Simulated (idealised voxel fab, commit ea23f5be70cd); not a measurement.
process module | voxel spacer lines
cross-section cut | 205 nm wide | cells 5 nm
A cross-section is a grid of square cells, given in bands from the top down. A band is one or more rows of cells.
Each band's line starts with the height of the band's top and of its bottom, in nm. Then come its materials from left to right, each with its width in nm. One material with "throughout" fills the band from edge to edge. "air" is empty space.
Height 0 is the level under which the wafer as received is all one material. The lowest band goes on downwards, as in "0 down".
A width such as "30 to 40" changes by the same amount from each row of cells to the next, from the band's top row to its bottom row.
"no change" after a step means that no cell of the cross-section changed.
closed voids: empty space of 8 cells or more with no open way to the top, each as width x height at its distance from the left edge, in nm
after a step's settings: what the simulator itself notes on the step
overlay nm, on a step with a mask: how far to the right of its planned place the mask lay; to the left if negative
plan
1 op RECEIVE | material Si
2 op CONFORMAL_DEP | material Al2O3 | thk nm 10
3 op DIRECTIONAL_DEP | material SiN | thk nm 20
4 op DIRECTIONAL_DEP | material polySi | thk nm 20
5 op PATTERN | tone cover | mask id MANDREL | material resist | width nm 20 | pitch nm 70 | thk nm 30 | overlay nm 0
6 op DIRECTIONAL_ETCH | etch materials polySi | depth nm 20
7 op STRIP | etch materials resist
8 op CONFORMAL_DEP | material SiO2 | thk nm 15
9 op DIRECTIONAL_ETCH | etch materials SiO2 | depth nm 15
10 op STRIP | etch materials polySi
11 op DIRECTIONAL_ETCH | etch materials SiN | depth nm 20
12 op STRIP | etch materials SiO2
as received, after step 1
  0 down: Si throughout
  closed voids: none
a wafer at the end: this start, this plan, one mistake
  30 to 10: air 5 | SiN 15 | air 25 | SiN 15 | air 15 | SiN 15 | air 25 | SiN 15 | air 15 | SiN 15 | air 25 | SiN 15 | air 5
  10 to 0: Al2O3 throughout
  0 down: Si throughout
  closed voids: none
what went wrong: step 5 ran as: op PATTERN | tone cover | mask id MANDREL | material resist | width nm 25 | pitch nm 70 | thk nm 30 | overlay nm 0
